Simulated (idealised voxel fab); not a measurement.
process module | voxel transistor to metal
cross-section cut | 295 nm wide | cells 5 nm
A cross-section is a grid of square cells, given in bands from the top down. A band is one or more rows of cells.
Each band's line starts with the height of the band's top and of its bottom, in nm. Then come its materials from left to right, each with its width in nm. One material with "throughout" fills the band from edge to edge. "air" is empty space.
Height 0 is the level under which the wafer as received is all one material. The lowest band goes on downwards, as in "0 down".
A width such as "30 to 40" changes by the same amount from each row of cells to the next, from the band's top row to its bottom row.
"no change" after a step means that no cell of the cross-section changed.
closed voids: empty space of 8 cells or more with no open way to the top, each as width x height at its distance from the left edge, in nm
after a step's settings: what the simulator itself notes on the step
overlay nm, on a step with a mask: how far to the right of its planned place the mask lay; to the left if negative
plan
1 op RECEIVE | material Si
2 op CONFORMAL_DEP | material SiO2 | thk nm 5
3 op CONFORMAL_DEP | material SiN | thk nm 10
4 op DIRECTIONAL_DEP | material aC | thk nm 15
5 op PATTERN | tone cover | mask id ACTIVE | material resist | width nm 115 | pitch nm 145 | thk nm 30 | overlay nm 0
6 op DIRECTIONAL_ETCH | etch materials aC | depth nm 15
7 op STRIP | etch materials resist
8 op DIRECTIONAL_ETCH | etch materials SiN | depth nm 10
9 op DIRECTIONAL_ETCH | etch materials SiO2 | depth nm 5
10 op DIRECTIONAL_ETCH | etch materials Si | depth nm 30
11 op STRIP | etch materials aC
12 op OXIDIZE | depth nm 5
13 op FILL_DEP | material SiO2 | thk nm 5
14 op CMP | height nm 15
15 op SELECTIVE_ETCH | etch materials SiO2 | depth nm 10
16 op STRIP | etch materials SiN
17 op SELECTIVE_ETCH | etch materials SiO2 | depth nm 5
18 op OXIDIZE | depth nm 5
19 op DIRECTIONAL_DEP | material polySi | thk nm 20
20 op DIRECTIONAL_DEP | material SiCN | thk nm 10
21 op DIRECTIONAL_DEP | material aC | thk nm 15
22 op PATTERN | tone cover | mask id GATE | material resist | width nm 25 | pitch nm 145 | thk nm 30 | overlay nm 0
23 op DIRECTIONAL_ETCH | etch materials aC | depth nm 15
24 op STRIP | etch materials resist
25 op DIRECTIONAL_ETCH | etch materials SiCN | depth nm 20
26 op DIRECTIONAL_ETCH | etch materials polySi | depth nm 30
27 op STRIP | etch materials aC
28 op CONFORMAL_DEP | material SiN | thk nm 5
29 op DIRECTIONAL_ETCH | etch materials SiN | depth nm 5
30 op DIRECTIONAL_ETCH | etch materials SiO2 | depth nm 5
31 op DIRECTIONAL_ETCH | etch materials Si | depth nm 5
32 op EPI | material pSi | thk nm 5
33 op FILL_DEP | material SiO2 | thk nm 5
34 op CMP | height nm 20
35 op STRIP | etch materials polySi
36 op SELECTIVE_ETCH | etch materials SiO2 | depth nm 5
37 op CONFORMAL_DEP | material HfO2 | thk nm 5
38 op CONFORMAL_DEP | material TiN | thk nm 5
39 op FILL_DEP | material W | thk nm 10
40 op CMP | height nm 15
41 op DIRECTIONAL_DEP | material SiO2 | thk nm 10
42 op PATTERN | tone open | mask id CONTACT | material resist | width nm 20 | thk nm 15 | overlay nm 0
43 op DIRECTIONAL_ETCH | etch materials SiO2 | depth nm 30
44 op STRIP | etch materials resist
45 op CONFORMAL_DEP | material TiN | thk nm 5
46 op FILL_DEP | material W | thk nm 5
47 op CMP | height nm 25
48 op CONFORMAL_DEP | material SiN | thk nm 5
49 op DIRECTIONAL_DEP | material lowk | thk nm 20
50 op MASKED_ETCH | tone open | mask id METAL_1 | width nm 20 | etch materials lowk | depth nm 20 | overlay nm 0
51 op MASKED_ETCH | tone open | mask id METAL_1 | width nm 20 | etch materials SiN | depth nm 5 | overlay nm 0
52 op CONFORMAL_DEP | material TiN | thk nm 5
53 op FILL_DEP | material Cu | thk nm 5
54 op CMP | height nm 50
55 op EPI | material Ru | thk nm 5
56 op FILL_DEP | material SiCN | thk nm 5
57 op DIRECTIONAL_DEP | material lowk | thk nm 25
58 op MASKED_ETCH | tone open | mask id METAL_2_HOLES | width nm 15 | pitch nm 145 | etch materials lowk | depth nm 25 | overlay nm 0
59 op DIRECTIONAL_DEP | material aC | thk nm 15
60 op PATTERN | tone open | mask id METAL_2 | material resist | width nm 20 | pitch nm 145 | thk nm 35 | overlay nm 0
61 op DIRECTIONAL_ETCH | etch materials aC | depth nm 15
62 op STRIP | etch materials resist
63 op DIRECTIONAL_ETCH | etch materials lowk | depth nm 15
64 op DIRECTIONAL_ETCH | etch materials SiCN | depth nm 5
65 op STRIP | etch materials aC
66 op CONFORMAL_DEP | material TiN | thk nm 5
67 op FILL_DEP | material Cu | thk nm 10
68 op CMP | height nm 85
69 op CONFORMAL_DEP | material SiN | thk nm 5
varied across the wafers: thk nm of step 52. The plan shows the first wafer's value. All wafers start alike
first wafer as received, after step 1
  0 down: Si throughout
  closed voids: none
first wafer at the end, after step 69
  90 to 85: SiN throughout
  85 to 75: lowk 25 | TiN 5 | Cu 10 | TiN 5 | lowk 125 | TiN 5 | Cu 10 | TiN 5 | lowk 105
  75 to 70: lowk 25 | TiN 5 | Cu 5 | TiN 10 | lowk 125 | TiN 5 | Cu 5 | TiN 10 | lowk 105
  70 to 60: lowk 25 | TiN 5 | Cu 5 | TiN 5 | lowk 130 | TiN 5 | Cu 5 | TiN 5 | lowk 110
  60 to 55: SiCN 25 | TiN 15 | SiCN 130 | TiN 15 | SiCN 110
  55 to 50: SiCN 20 | Ru 30 | SiCN 45 | Ru 30 | SiCN 40 | Ru 30 | SiCN 45 | Ru 30 | SiCN 25
  50 to 30: lowk 25 | TiN 5 | Cu 10 | TiN 5 | lowk 55 | TiN 5 | Cu 10 | TiN 5 | lowk 50 | TiN 5 | Cu 10 | TiN 5 | lowk 55 | TiN 5 | Cu 10 | TiN 5 | lowk 30
  30 to 25: SiN 25 | TiN 20 | SiN 55 | TiN 20 | SiN 50 | TiN 20 | SiN 55 | TiN 20 | SiN 30
  25 to 15: SiO2 25 | TiN 5 | W 10 | TiN 5 | SiO2 55 | TiN 5 | W 10 | TiN 5 | SiO2 50 | TiN 5 | W 10 | TiN 5 | SiO2 55 | TiN 5 | W 10 | TiN 5 | SiO2 30
  15 to 5: SiO2 25 | TiN 5 | W 10 | TiN 5 | SiO2 10 | SiN 5 | HfO2 5 | TiN 5 | W 5 | TiN 5 | HfO2 5 | SiN 5 | SiO2 10 | TiN 5 | W 10 | TiN 5 | SiO2 50 | TiN 5 | W 10 | TiN 5 | SiO2 10 | SiN 5 | HfO2 5 | TiN 5 | W 5 | TiN 5 | HfO2 5 | SiN 5 | SiO2 10 | TiN 5 | W 10 | TiN 5 | SiO2 30
  5 to 0: SiO2 25 | TiN 5 | W 10 | TiN 5 | SiO2 10 | SiN 5 | HfO2 5 | TiN 15 | HfO2 5 | SiN 5 | SiO2 10 | TiN 5 | W 10 | TiN 5 | SiO2 50 | TiN 5 | W 10 | TiN 5 | SiO2 10 | SiN 5 | HfO2 5 | TiN 15 | HfO2 5 | SiN 5 | SiO2 10 | TiN 5 | W 10 | TiN 5 | SiO2 30
  0 to -5: SiO2 25 | TiN 20 | SiO2 5 | pSi 5 | HfO2 35 | pSi 5 | SiO2 5 | TiN 20 | SiO2 50 | TiN 20 | SiO2 5 | pSi 5 | HfO2 35 | pSi 5 | SiO2 5 | TiN 20 | SiO2 30
  -5 to -10: SiO2 20 | pSi 35 | Si 35 | pSi 35 | SiO2 40 | pSi 35 | Si 35 | pSi 35 | SiO2 25
  -10 to -35: SiO2 20 | Si 105 | SiO2 40 | Si 105 | SiO2 25
  -35 down: Si throughout
  closed voids: none
last wafer at the end
  90 to 85: SiN throughout
  85 to 75: lowk 25 | TiN 5 | Cu 10 | TiN 5 | lowk 125 | TiN 5 | Cu 10 | TiN 5 | lowk 105
  75 to 70: lowk 25 | TiN 5 | Cu 5 | TiN 10 | lowk 125 | TiN 5 | Cu 5 | TiN 10 | lowk 105
  70 to 60: lowk 25 | TiN 5 | Cu 5 | TiN 5 | lowk 130 | TiN 5 | Cu 5 | TiN 5 | lowk 110
  60 to 55: SiCN 25 | TiN 15 | SiCN 130 | TiN 15 | SiCN 110
  55 to 50: SiCN 20 | Ru 30 | SiCN 45 | Ru 30 | SiCN 40 | Ru 30 | SiCN 45 | Ru 30 | SiCN 25
  50 to 30: lowk 25 | TiN 20 | lowk 55 | TiN 20 | lowk 50 | TiN 20 | lowk 55 | TiN 20 | lowk 30
  30 to 25: SiN 25 | TiN 20 | SiN 55 | TiN 20 | SiN 50 | TiN 20 | SiN 55 | TiN 20 | SiN 30
  25 to 15: SiO2 25 | TiN 5 | W 10 | TiN 5 | SiO2 55 | TiN 5 | W 10 | TiN 5 | SiO2 50 | TiN 5 | W 10 | TiN 5 | SiO2 55 | TiN 5 | W 10 | TiN 5 | SiO2 30
  15 to 5: SiO2 25 | TiN 5 | W 10 | TiN 5 | SiO2 10 | SiN 5 | HfO2 5 | TiN 5 | W 5 | TiN 5 | HfO2 5 | SiN 5 | SiO2 10 | TiN 5 | W 10 | TiN 5 | SiO2 50 | TiN 5 | W 10 | TiN 5 | SiO2 10 | SiN 5 | HfO2 5 | TiN 5 | W 5 | TiN 5 | HfO2 5 | SiN 5 | SiO2 10 | TiN 5 | W 10 | TiN 5 | SiO2 30
  5 to 0: SiO2 25 | TiN 5 | W 10 | TiN 5 | SiO2 10 | SiN 5 | HfO2 5 | TiN 15 | HfO2 5 | SiN 5 | SiO2 10 | TiN 5 | W 10 | TiN 5 | SiO2 50 | TiN 5 | W 10 | TiN 5 | SiO2 10 | SiN 5 | HfO2 5 | TiN 15 | HfO2 5 | SiN 5 | SiO2 10 | TiN 5 | W 10 | TiN 5 | SiO2 30
  0 to -5: SiO2 25 | TiN 20 | SiO2 5 | pSi 5 | HfO2 35 | pSi 5 | SiO2 5 | TiN 20 | SiO2 50 | TiN 20 | SiO2 5 | pSi 5 | HfO2 35 | pSi 5 | SiO2 5 | TiN 20 | SiO2 30
  -5 to -10: SiO2 20 | pSi 35 | Si 35 | pSi 35 | SiO2 40 | pSi 35 | Si 35 | pSi 35 | SiO2 25
  -10 to -35: SiO2 20 | Si 105 | SiO2 40 | Si 105 | SiO2 25
  -35 down: Si throughout
  closed voids: none
each wafer at the end: cells of each material gained (+) or lost (-) since it was received, then its closed voids
thk nm 5 | +46 Cu | +26 HfO2 | +24 Ru | -189 Si | +88 SiCN | +114 SiN | +300 SiO2 | +146 TiN | +44 W | +431 lowk | +32 pSi | closed voids: none
thk nm 10 | +14 Cu | +26 HfO2 | +24 Ru | -189 Si | +88 SiCN | +114 SiN | +300 SiO2 | +178 TiN | +44 W | +431 lowk | +32 pSi | closed voids: none
thk nm 15 | +14 Cu | +26 HfO2 | +24 Ru | -189 Si | +88 SiCN | +114 SiN | +300 SiO2 | +178 TiN | +44 W | +431 lowk | +32 pSi | closed voids: none
thk nm 20 | +14 Cu | +26 HfO2 | +24 Ru | -189 Si | +88 SiCN | +114 SiN | +300 SiO2 | +178 TiN | +44 W | +431 lowk | +32 pSi | closed voids: none
